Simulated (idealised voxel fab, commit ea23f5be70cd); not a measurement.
Process module name: voxel quadruple lines
Cross-section cut spans 175 nm and uses square cells 5 nm in size.
Each cross-section below is a grid of square cells, stated as bands in top-down order, with one or more rows of cells making up each band.
Top height, bottom height, nm. Materials left to right, width each, nm. Single material + "edge to edge" = fills band edge to edge. "empty" = empty.
Height datum 0, below which the as-received substrate wafer is one material. Lowest band open at the bottom, running downward: "0 -> down".
Quick explanation for "30 to 40": the width changes in equal steps down the rows of cells, from the first number in the band's top row to the second number in its bottom row.
Basically "everything unchanged" means that step didn't change any cell in the cross-section.
Heads up: "Tabulated closed voids" only lists the empty pockets with no open path to the top that are 8 cells or more, and it writes them as width x height at distance, distance from the left edge, in nm.
after a step's settings: what the simulator itself notes on the step
A step's line can hold "overlay nm"; with a mask on that step, the setting says how far right of the planned place the mask lay, while a negative setting says it lay to the left.

Set out below are the planned steps of the process:
1,RECEIVE,material Si
2,CONFORMAL_DEP,material SiO2,thk nm 5
3,DIRECTIONAL_DEP,material TiN,thk nm 15
4,DIRECTIONAL_DEP,material polySi,thk nm 15
5,DIRECTIONAL_DEP,material aC,thk nm 20
6,PATTERN,tone cover,mask id MANDREL,material resist,width nm 35,thk nm 30,overlay nm 0
7,DIRECTIONAL_ETCH,etch materials aC,depth nm 20
8,STRIP,etch materials resist
9,CONFORMAL_DEP,material SiO2,thk nm 15
10,DIRECTIONAL_ETCH,etch materials SiO2,depth nm 15
11,STRIP,etch materials aC
12,DIRECTIONAL_ETCH,etch materials polySi,depth nm 15
13,STRIP,etch materials SiO2
14,CONFORMAL_DEP,material SiCN,thk nm 10
15,DIRECTIONAL_ETCH,etch materials SiCN,depth nm 10
16,STRIP,etch materials polySi
17,DIRECTIONAL_ETCH,etch materials TiN,depth nm 15
18,STRIP,etch materials SiCN
19,FILL_DEP,material SiO2,thk nm 5
20,CMP,height nm 20

As-received wafer cross-section (after step 1):
0 -> down  Si edge to edge
Tabulated closed voids: none

First of two wafers, end-of-module section, run followed plan:
20 -> 5  SiO2 45 nm; TiN 10 nm; SiO2 15 nm; TiN 10 nm; SiO2 15 nm; TiN 10 nm; SiO2 15 nm; TiN 10 nm; SiO2 45 nm
5 -> 0  SiO2 edge to edge
0 -> down  Si edge to edge
Tabulated closed voids: none

Presented here is a cross-section of the second of the two wafers as it stood at the end of the module. It was started in the same manner and assigned the same plan as the first wafer; however, one mistake was made in its execution:
20 -> 15  SiO2 edge to edge
15 -> 0  SiO2 45 nm; TiN 10 nm; SiO2 15 nm; TiN 10 nm; SiO2 15 nm; TiN 10 nm; SiO2 15 nm; TiN 10 nm; SiO2 45 nm
0 -> down  Si edge to edge
Tabulated closed voids: none
Plan not followed: step 2 of the plan never got run, it was skipped over
Heads up: at the end the two wafers have identical cell counts per material, they're just laid out differently.
